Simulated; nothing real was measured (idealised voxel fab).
process module | voxel spacer lines
cross-section cut | 210 nm wide | cells 5 nm
A cross-section is a grid of square cells, given in bands from the top down. A band is one or more rows of cells.
Each band's line starts with the height of the band's top and of its bottom, in nm. Then come its materials from left to right, each with its width in nm. One material with "throughout" fills the band from edge to edge. "air" is empty space.
Height 0 is the level under which the wafer as received is all one material. The lowest band goes on downwards, as in "0 down".
A width such as "30 to 40" changes by the same amount from each row of cells to the next, from the band's top row to its bottom row.
"no change" after a step means that no cell of the cross-section changed.
closed voids: empty space of 8 cells or more with no open way to the top, each as width x height at its distance from the left edge, in nm
after a step's settings: what the simulator itself notes on the step
overlay nm, on a step with a mask: how far to the right of its planned place the mask lay; to the left if negative
plan
1 op RECEIVE | material Si
2 op CONFORMAL_DEP | material Al2O3 | thk nm 10
3 op DIRECTIONAL_DEP | material TiN | thk nm 10
4 op DIRECTIONAL_DEP | material polySi | thk nm 30
5 op PATTERN | tone cover | mask id MANDREL | material resist | width nm 15 | pitch nm 50 | thk nm 40 | overlay nm 0
6 op DIRECTIONAL_ETCH | etch materials polySi | depth nm 30
7 op STRIP | etch materials resist
8 op CONFORMAL_DEP | material SiO2 | thk nm 10
9 op DIRECTIONAL_ETCH | etch materials SiO2 | depth nm 5
10 op STRIP | etch materials polySi
11 op DIRECTIONAL_ETCH | etch materials TiN | depth nm 10
12 op STRIP | etch materials SiO2
varied across the wafers: depth nm of step 9. The plan shows the first wafer's value. All wafers start alike
first wafer as received, after step 1
  0 down: Si throughout
  closed voids: none
each wafer at the end: cells of each material gained (+) or lost (-) since it was received, then its closed voids
depth nm 5 | +84 Al2O3 | +84 TiN | +54 polySi | closed voids: none
depth nm 10 | +84 Al2O3 | +24 TiN | closed voids: none
depth nm 15 | +84 Al2O3 | +24 TiN | closed voids: none
depth nm 20 | +84 Al2O3 | +24 TiN | closed voids: none
depth nm 25 | +84 Al2O3 | +24 TiN | closed voids: none
